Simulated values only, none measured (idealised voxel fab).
Process module name: voxel transistor to metal
In the cross-section labelled cut, the width is 180 nm and each square cell is 5 nm.
For the purposes of this document, a cross-section shall be understood as a grid of square cells, specified as bands listed in top-to-bottom order, each band consisting of one or more rows of cells.
Band entry format. Leading values: height of top, height of bottom, nm. Remainder: materials in left-to-right order, each with its width in nm. Special words: "everywhere" on a single material, which then fills the band edge to edge; "empty", empty space.
Counting heights begins at 0, where everything beneath is, in the wafer as received, one material. The lowest band has no bottom; it goes on downwards, as "0..down" shows.
Read "30..40" as a graded width: first number on top, second number at the bottom, same change between each pair of neighbouring rows.
Any step labelled "identical to before" changed none of the cells in the cross-section.
"Non-vented voids" specifies each empty space that is not open to the top and that occupies no fewer than 8 cells, using the form width x height at distance, the distance measured from the left edge and all three quantities in nm.
Text after the settings on a step's line: the simulator's own remark on that step.
Regarding "overlay nm": on a step with a mask, it is the distance the mask lay to the right of its planned place; a negative value places it to the left.
### Process steps foreseen in the plan
1: RECEIVE with material Si
2: OXIDIZE with depth nm 5
3: CONFORMAL_DEP with material SiN, thk nm 10
4: PATTERN with tone cover, mask id ACTIVE, material resist, width nm 95, thk nm 15, overlay nm 0
5: DIRECTIONAL_ETCH with etch materials SiN, depth nm 10
6: DIRECTIONAL_ETCH with etch materials SiO2, depth nm 5
7: DIRECTIONAL_ETCH with etch materials Si, depth nm 25
8: STRIP with etch materials resist
9: OXIDIZE with depth nm 5
10: FILL_DEP with material SiO2, thk nm 15
11: CMP with height nm 10
12: SELECTIVE_ETCH with etch materials SiO2, depth nm 5
13: STRIP with etch materials SiN
14: SELECTIVE_ETCH with etch materials SiO2, depth nm 5
15: OXIDIZE with depth nm 5
16: DIRECTIONAL_DEP with material polySi, thk nm 20
17: DIRECTIONAL_DEP with material SiCN, thk nm 10
18: MASKED_ETCH with tone cover, mask id GATE, width nm 15, etch materials SiCN, depth nm 20, overlay nm 0
19: MASKED_ETCH with tone cover, mask id GATE, width nm 15, etch materials polySi, depth nm 30, overlay nm 0
20: CONFORMAL_DEP with material SiO2, thk nm 5
21: DIRECTIONAL_ETCH with etch materials SiO2, depth nm 5
22: CONFORMAL_DEP with material SiN, thk nm 10
23: DIRECTIONAL_ETCH with etch materials SiN, depth nm 10
24: DIRECTIONAL_ETCH with etch materials SiO2, depth nm 5
25: DIRECTIONAL_ETCH with etch materials Si, depth nm 15
26: EPI with material nSi, thk nm 20
27: FILL_DEP with material SiO2, thk nm 5
28: CMP with height nm 25
29: DIRECTIONAL_DEP with material SiO2, thk nm 10
30: PATTERN with tone open, mask id CONTACT, material resist, width nm 25, pitch nm 50, thk nm 15, overlay nm 0
31: DIRECTIONAL_ETCH with etch materials SiO2, depth nm 25
32: STRIP with etch materials resist
33: CONFORMAL_DEP with material TiN, thk nm 5
34: FILL_DEP with material Ru, thk nm 5
35: CMP with height nm 35
36: CONFORMAL_DEP with material SiN, thk nm 5
37: DIRECTIONAL_DEP with material lowk, thk nm 20
38: PATTERN with tone open, mask id METAL_1, material resist, width nm 15, pitch nm 60, thk nm 20, overlay nm 0
39: DIRECTIONAL_ETCH with etch materials lowk, depth nm 20
40: DIRECTIONAL_ETCH with etch materials SiN, depth nm 5
41: STRIP with etch materials resist
42: CONFORMAL_DEP with material TiN, thk nm 5
43: FILL_DEP with material W, thk nm 5
44: CMP with height nm 60
45: CONFORMAL_DEP with material SiCN, thk nm 5
### Wafer as received: cross-section following step 1
> 0..down = Si everywhere
> Non-vented voids: none
### First wafer of two, sectioned at end of module; run went per plan
> 65..60 = SiCN everywhere
> 60..40 = 50 of lowk; 5 of TiN; 5 of W; 5 of TiN; 45 of lowk; 5 of TiN; 5 of W; 5 of TiN; 55 of lowk
> 40..35 = 50 of SiN; 15 of TiN; 45 of SiN; 15 of TiN; 55 of SiN
> 35..25 = 50 of SiO2; 5 of TiN; 15..5 of Ru; 5..15 of TiN; 25 of SiO2; 5..15 of TiN; 15..5 of Ru; 5 of TiN; 55 of SiO2
> 25..15 = 50 of SiO2; 5 of TiN; 5 of Ru; 5 of TiN; 10 of SiN; 5 of SiO2; 15 of SiCN; 5 of SiO2; 10 of SiN; 5 of TiN; 5 of Ru; 5 of TiN; 55 of SiO2
> 15..10 = 50 of SiO2; 15 of TiN; 10 of SiN; 5 of SiO2; 15 of polySi; 5 of SiO2; 10 of SiN; 15 of TiN; 55 of SiO2
> 10..0 = 40 of SiO2; 25 of nSi; 10 of SiN; 5 of SiO2; 15 of polySi; 5 of SiO2; 10 of SiN; 25 of nSi; 45 of SiO2
> 0..-5 = 40 of SiO2; 10 of SiN; 15 of nSi; 10 of SiN; 5 of SiO2; 15 of polySi; 5 of SiO2; 10 of SiN; 15 of nSi; 10 of SiN; 45 of SiO2
> -5..-10 = 50 of SiO2; 15 of nSi; 45 of SiO2; 15 of nSi; 55 of SiO2
> -10..-25 = 45 of SiO2; 5 of Si; 15 of nSi; 45 of Si; 15 of nSi; 5 of Si; 50 of SiO2
> -25..-35 = 45 of SiO2; 85 of Si; 50 of SiO2
> -35..down = Si everywhere
> Non-vented voids: none
### Module end: cross-section of wafer two of two. Same start and process plan as the first wafer. One mistake during execution
> 65..60 = SiCN everywhere
> 60..40 = 50 of lowk; 5 of TiN; 5 of W; 5 of TiN; 45 of lowk; 5 of TiN; 5 of W; 5 of TiN; 55 of lowk
> 40..35 = 50 of SiN; 15 of TiN; 45 of SiN; 15 of TiN; 55 of SiN
> 35..30 = 45 of Ru; 5 of TiN; 25 of SiO2; 5 of TiN; 15 of Ru; 5 of TiN; 25 of SiO2; 5 of TiN; 50 of Ru
> 30..25 = 45 of Ru; 5 of TiN; 25 of SiO2; 25 of TiN; 25 of SiO2; 5 of TiN; 50 of Ru
> 25..15 = 45 of Ru; 5 of TiN; 15 of SiO2; 10 of SiN; 5 of TiN; 15 of SiCN; 5 of TiN; 10 of SiN; 15 of SiO2; 5 of TiN; 50 of Ru
> 15..10 = 50 of TiN; 15 of SiO2; 10 of SiN; 5 of TiN; 15 of polySi; 5 of TiN; 10 of SiN; 15 of SiO2; 55 of TiN
> 10..0 = 40 of SiO2; 25 of nSi; 10 of SiN; 5 of SiO2; 15 of polySi; 5 of SiO2; 10 of SiN; 25 of nSi; 45 of SiO2
> 0..-5 = 40 of SiO2; 10 of SiN; 15 of nSi; 10 of SiN; 5 of SiO2; 15 of polySi; 5 of SiO2; 10 of SiN; 15 of nSi; 10 of SiN; 45 of SiO2
> -5..-10 = 50 of SiO2; 15 of nSi; 45 of SiO2; 15 of nSi; 55 of SiO2
> -10..-25 = 45 of SiO2; 5 of Si; 15 of nSi; 45 of Si; 15 of nSi; 5 of Si; 50 of SiO2
> -25..-35 = 45 of SiO2; 85 of Si; 50 of SiO2
> -35..down = Si everywhere
> Non-vented voids: none
what went wrong: step 30 was not run as planned; what actually ran was PATTERN with tone cover, mask id CONTACT, material resist, width nm 25, pitch nm 50, thk nm 15, overlay nm 0
Once processing is complete, comparing cell counts shows that the second wafer has more or fewer of certain materials than the first: +67 Ru, -83 SiO2, +16 TiN
